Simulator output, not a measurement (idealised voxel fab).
process module | voxel ribs on slabs
cross-section cut | 175 nm wide | cells 5 nm
A cross-section is a grid of square cells, given in bands from the top down. A band is one or more rows of cells.
Each band's line starts with the height of the band's top and of its bottom, in nm. Then come its materials from left to right, each with its width in nm. One material with "throughout" fills the band from edge to edge. "air" is empty space.
Height 0 is the level under which the wafer as received is all one material. The lowest band goes on downwards, as in "0 down".
A width such as "30 to 40" changes by the same amount from each row of cells to the next, from the band's top row to its bottom row.
"no change" after a step means that no cell of the cross-section changed.
closed voids: empty space of 8 cells or more with no open way to the top, each as width x height at its distance from the left edge, in nm
after a step's settings: what the simulator itself notes on the step
overlay nm, on a step with a mask: how far to the right of its planned place the mask lay; to the left if negative
plan
1 op RECEIVE | material Si
2 op DIRECTIONAL_DEP | material SiO2 | thk nm 20
3 op DIRECTIONAL_DEP | material SiN | thk nm 15
4 op DIRECTIONAL_DEP | material aC | thk nm 10
5 op PATTERN | tone cover | mask id RIB | material resist | width nm 25 | thk nm 25 | overlay nm 0
6 op DIRECTIONAL_ETCH | etch materials aC | depth nm 10
7 op STRIP | etch materials resist
8 op DIRECTIONAL_ETCH | etch materials SiN | depth nm 5
9 op STRIP | etch materials aC
10 op MASKED_ETCH | tone cover | mask id SLAB | width nm 85 | etch materials SiN | depth nm 10 | overlay nm 0
11 op FILL_DEP | material SiO2 | thk nm 25
12 op CMP | height nm 50
13 op DIRECTIONAL_DEP | material W | thk nm 5
14 op DIRECTIONAL_DEP | material aC | thk nm 10
15 op PATTERN | tone cover | mask id HEATER | material resist | width nm 35 | thk nm 25 | overlay nm 0
16 op DIRECTIONAL_ETCH | etch materials aC | depth nm 10
17 op STRIP | etch materials resist
18 op DIRECTIONAL_ETCH | etch materials W | depth nm 5
19 op STRIP | etch materials aC
20 op CONFORMAL_DEP | material SiO2 | thk nm 5
first wafer, as planned
as received, after step 1
  0 down: Si throughout
  closed voids: none
after step 2
  20 to 0: SiO2 throughout
  below 0: unchanged
after step 3
  35 to 20: SiN throughout
  below 20: unchanged
after step 4
  45 to 35: aC throughout
  below 35: unchanged
after step 5
  70 to 45: air 75 | resist 25 | air 75
  below 45: unchanged
after step 6
  60 to 45: air 75 | resist 25 | air 75
  45 to 35: air 75 | aC 25 | air 75
  below 35: unchanged
after step 7
  45 to 35: air 75 | aC 25 | air 75
  below 35: unchanged
after step 8
  45 to 35: air 75 | aC 25 | air 75
  35 to 30: air 75 | SiN 25 | air 75
  below 30: unchanged
after step 9
  35 to 30: air 75 | SiN 25 | air 75
  below 30: unchanged
after step 10
  35 to 30: air 75 | SiN 25 | air 75
  30 to 20: air 45 | SiN 85 | air 45
  below 20: unchanged
after step 11
  60 to 35: SiO2 throughout
  35 to 30: SiO2 75 | SiN 25 | SiO2 75
  30 to 20: SiO2 45 | SiN 85 | SiO2 45
  below 20: unchanged
after step 12
  50 to 35: SiO2 throughout
  below 35: unchanged
after step 13
  55 to 50: W throughout
  below 50: unchanged
after step 14
  65 to 55: aC throughout
  below 55: unchanged
after step 15
  90 to 65: air 70 | resist 35 | air 70
  below 65: unchanged
after step 16
  80 to 65: air 70 | resist 35 | air 70
  65 to 55: air 70 | aC 35 | air 70
  below 55: unchanged
after step 17
  65 to 55: air 70 | aC 35 | air 70
  below 55: unchanged
after step 18
  65 to 55: air 70 | aC 35 | air 70
  55 to 50: air 70 | W 35 | air 70
  below 50: unchanged
after step 19
  55 to 50: air 70 | W 35 | air 70
  below 50: unchanged
after step 20
  60 to 55: air 65 | SiO2 45 | air 65
  55 to 50: SiO2 70 | W 35 | SiO2 70
  below 50: unchanged
second wafer: like start, like plan, one mistake. Through step 13 it matches the first wafer
when step 14 should have ended
  65 to 55: SiN throughout
  below 55: unchanged
when step 15 should have ended
  90 to 65: air 70 | resist 35 | air 70
  below 65: unchanged
when step 16 should have ended
  80 to 65: air 70 | resist 35 | air 70
  below 65: unchanged
when step 17 should have ended
  65 to 55: SiN throughout
  below 55: unchanged
when step 18 should have ended: no change
when step 19 should have ended: no change
when step 20 should have ended
  70 to 65: SiO2 throughout
  below 65: unchanged
what went wrong: step 14 ran as: op DIRECTIONAL_DEP | material SiN | thk nm 10
at the end the second wafer has, in cells: 70 more of SiN | 2 fewer of SiO2 | 28 more of W
